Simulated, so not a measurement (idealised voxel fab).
Title: Process Module voxel double patterning
We display cut, a cross-section 265 nm in width whose square cells are each 5 nm.
In what follows, cross-sections appear as grids of square cells, described through bands that run from the top down, where every band is one or more rows of cells.
Top height, bottom height, nm. Materials left to right, width each, nm. Single material + "all across" = fills band edge to edge. "blank" = empty.
A quick word on heights: they are counted from 0, and under that level the wafer as it came to us is one material throughout. The lowest band is different from the rest in having no bottom; it simply continues downward, written as in "z 0 and below".
Think of "30 to 40" as a width that walks from the first number to the second as you go down the band, top row to bottom row, taking equal-sized steps from row to row.
What does "no change" mean for a step? It means no cell of the cross-section changed in that step.
Reported under the label "Unvented cavities" are the empty spaces having no open way to the top and comprising 8 cells or more; the notation for each is width x height at distance, in which the distance is measured from the left edge and all three values are in nm.
Step line, after settings: the simulator's comment on this step.
What "overlay nm" on a step's line means: if the step has a mask, that mask lay this far to the right of its planned place, or, when the value is negative, to the left.

Process steps - plan:
1. RECEIVE | material Si
2. CONFORMAL_DEP | material SiO2 | thk nm 10
3. DIRECTIONAL_DEP | material W | thk nm 15
4. DIRECTIONAL_DEP | material SiCN | thk nm 10
5. MASKED_ETCH | tone open | mask id FIRST | width nm 15 | pitch nm 50 | etch materials SiCN | depth nm 10 | overlay nm 0
6. PATTERN | tone open | mask id SECOND | material resist | width nm 15 | thk nm 15 | overlay nm 0
7. DIRECTIONAL_ETCH | etch materials SiCN | depth nm 10
8. STRIP | etch materials resist
9. DIRECTIONAL_ETCH | etch materials W | depth nm 15
10. STRIP | etch materials SiCN

Of two wafers, the first: run according to plan:

Cross-section of the incoming wafer, state after step 1:
    z 0 and below | Si all across
    Unvented cavities: none

The following cross-section depicts the wafer upon completion of step 2:
    z 10 to 0 | SiO2 all across
    Beneath the level 0, the cross-section is identical to its previous state.

The following cross-section depicts the wafer upon completion of step 3:
    z 25 to 10 | W all across
    Beneath the level 10, the cross-section is identical to its previous state.

The following cross-section depicts the wafer upon completion of step 4:
    z 35 to 25 | SiCN all across
    Beneath the level 25, the cross-section is identical to its previous state.

The following cross-section depicts the wafer upon completion of step 5:
    z 35 to 25 | SiCN (100), then blank (15), then SiCN (35), then blank (15), then SiCN (100)
    Beneath the level 25, the cross-section is identical to its previous state.

The following cross-section depicts the wafer upon completion of step 6:
    z 50 to 35 | resist (125), then blank (15), then resist (125)
    z 35 to 25 | SiCN (100), then resist (15), then SiCN (35), then resist (15), then SiCN (100)
    Beneath the level 25, the cross-section is identical to its previous state.

The following cross-section depicts the wafer upon completion of step 7:
    z 50 to 35 | resist (125), then blank (15), then resist (125)
    z 35 to 25 | SiCN (100), then resist (15), then SiCN (10), then blank (15), then SiCN (10), then resist (15), then SiCN (100)
    Beneath the level 25, the cross-section is identical to its previous state.

The following cross-section depicts the wafer upon completion of step 8:
    z 35 to 25 | SiCN (100), then blank (15), then SiCN (10), then blank (15), then SiCN (10), then blank (15), then SiCN (100)
    Beneath the level 25, the cross-section is identical to its previous state.

The following cross-section depicts the wafer upon completion of step 9:
    z 35 to 25 | SiCN (100), then blank (15), then SiCN (10), then blank (15), then SiCN (10), then blank (15), then SiCN (100)
    z 25 to 10 | W (100), then blank (15), then W (10), then blank (15), then W (10), then blank (15), then W (100)
    Beneath the level 10, the cross-section is identical to its previous state.

The following cross-section depicts the wafer upon completion of step 10:
    z 25 to 10 | W (100), then blank (15), then W (10), then blank (15), then W (10), then blank (15), then W (100)
    Beneath the level 10, the cross-section is identical to its previous state.

The Second Wafer: Common Origin and Plan, One Mistake in Execution, Identical to the First Through Step 1:

Cross-section of the second wafer at the time step 2 of the plan should have ended:
    z 10 to 0 | W all across
    Beneath the level 0, the cross-section is identical to its previous state.

Cross-section of the second wafer at the time step 3 of the plan should have ended:
    z 25 to 0 | W all across
    Beneath the level 0, the cross-section is identical to its previous state.

Cross-section of the second wafer at the time step 4 of the plan should have ended:
    z 35 to 25 | SiCN all across
    Beneath the level 25, the cross-section is identical to its previous state.

Cross-section of the second wafer at the time step 5 of the plan should have ended:
    z 35 to 25 | SiCN (100), then blank (15), then SiCN (35), then blank (15), then SiCN (100)
    Beneath the level 25, the cross-section is identical to its previous state.

Cross-section of the second wafer at the time step 6 of the plan should have ended:
    z 50 to 35 | resist (125), then blank (15), then resist (125)
    z 35 to 25 | SiCN (100), then resist (15), then SiCN (35), then resist (15), then SiCN (100)
    Beneath the level 25, the cross-section is identical to its previous state.

Cross-section of the second wafer at the time step 7 of the plan should have ended:
    z 50 to 35 | resist (125), then blank (15), then resist (125)
    z 35 to 25 | SiCN (100), then resist (15), then SiCN (10), then blank (15), then SiCN (10), then resist (15), then SiCN (100)
    Beneath the level 25, the cross-section is identical to its previous state.

Cross-section of the second wafer at the time step 8 of the plan should have ended:
    z 35 to 25 | SiCN (100), then blank (15), then SiCN (10), then blank (15), then SiCN (10), then blank (15), then SiCN (100)
    Beneath the level 25, the cross-section is identical to its previous state.

Cross-section of the second wafer at the time step 9 of the plan should have ended:
    z 35 to 25 | SiCN (100), then blank (15), then SiCN (10), then blank (15), then SiCN (10), then blank (15), then SiCN (100)
    z 25 to 10 | W (100), then blank (15), then W (10), then blank (15), then W (10), then blank (15), then W (100)
    Beneath the level 10, the cross-section is identical to its previous state.

Cross-section of the second wafer at the time step 10 of the plan should have ended:
    z 25 to 10 | W (100), then blank (15), then W (10), then blank (15), then W (10), then blank (15), then W (100)
    Beneath the level 10, the cross-section is identical to its previous state.
Diagnosis: heads up, step 2 didn't go per plan, it actually ran as CONFORMAL_DEP | material W | thk nm 10
Once processing is complete, comparing cell counts shows that the second wafer has more or fewer of certain materials than the first: SiO2: 106 fewer; W: 106 more
